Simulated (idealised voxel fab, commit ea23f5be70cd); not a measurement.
You're looking at the process module voxel gate over fins.
Cross-section cut spans 270 nm and uses square cells 5 nm in size.
Cross-section layout: square cells on a grid; listed as bands, top to bottom; a band spans one or more cell rows.
For a band, the entry starts with two heights in nm, that of the top and then that of the bottom, and carries on with the band's materials in order from left to right, each alongside its width in nm; the word "edge to edge" beside a single material means it fills the band edge to edge, and "blank" means empty space.
Height reference: 0 = level under which incoming wafer is all one material. Lowest band: no bottom, runs on downward, e.g. "0 down".
The notation "30..40" denotes a width that varies across the rows of cells in the band, beginning at the first number in the top row, finishing at the second number in the bottom row, and changing by an identical amount from each row to the next.
"no change" after a step means that no cell of the cross-section changed.
In "Trapped voids" the enclosed voids are listed, meaning empty spaces of 8 cells or larger without any opening to the top. The form is width x height at distance, distance from the left edge, units nm.
On each step's line, the part that comes after the settings is the simulator's own comment on the step.
overlay nm: mask right of planned place by this much (step with mask). Neg. = left.

# Steps planned for the process
| 1 | RECEIVE: material Si |
| 2 | CONFORMAL_DEP: material SiN, thk nm 5 |
| 3 | MASKED_ETCH: tone cover, mask id FINS, width nm 15, pitch nm 55, etch materials SiN, depth nm 5, overlay nm 0 |
| 4 | MASKED_ETCH: tone cover, mask id FINS, width nm 15, pitch nm 55, etch materials Si, depth nm 30, overlay nm 0 |
| 5 | FILL_DEP: material SiO2, thk nm 15 |
| 6 | CMP: height nm 5 |
| 7 | DIRECTIONAL_DEP: material aC, thk nm 15 |
| 8 | PATTERN: tone open, mask id RAIL, material resist, width nm 15, thk nm 35, overlay nm 0 |
| 9 | DIRECTIONAL_ETCH: etch materials aC, depth nm 15 |
| 10 | STRIP: etch materials resist |
| 11 | DIRECTIONAL_ETCH: etch materials SiO2, depth nm 30 |
| 12 | STRIP: etch materials aC |
| 13 | CONFORMAL_DEP: material TiN, thk nm 5 |
| 14 | FILL_DEP: material Ru, thk nm 5 |
| 15 | CMP: height nm 5 |
| 16 | SELECTIVE_ETCH: etch materials W Ru TiN, depth nm 25 |
| 17 | FILL_DEP: material SiO2, thk nm 5 |
| 18 | CMP: height nm 5 |
| 19 | SELECTIVE_ETCH: etch materials SiO2, depth nm 20 |
| 20 | STRIP: etch materials SiN |
| 21 | CONFORMAL_DEP: material HfO2, thk nm 5 |
| 22 | CONFORMAL_DEP: material TiN, thk nm 5 |
| 23 | FILL_DEP: material W, thk nm 10 |
| 24 | CMP: height nm 15 |
| 25 | CONFORMAL_DEP: material SiN, thk nm 10 |
varied across the wafers: width nm of step 8. The plan shows the first wafer's value. All wafers start alike

# First wafer of several, as received: cross-section after step 1
* 0 down  Si edge to edge
* Trapped voids: none

# The following table contains a row per wafer, in which are reported, at the conclusion of the module, the cells of each material gained (+) or lost (-) since the wafer's receipt, with its closed voids given thereafter
width nm 15; +66 HfO2; -288 Si; +108 SiN; +141 SiO2; +69 TiN; +174 W; Trapped voids: none
width nm 20; +66 HfO2; -288 Si; +108 SiN; +140 SiO2; +70 TiN; +174 W; Trapped voids: none
width nm 25; +66 HfO2; -288 Si; +108 SiN; +139 SiO2; +71 TiN; +174 W; Trapped voids: none
width nm 30; +66 HfO2; -288 Si; +108 SiN; +138 SiO2; +72 TiN; +174 W; Trapped voids: none
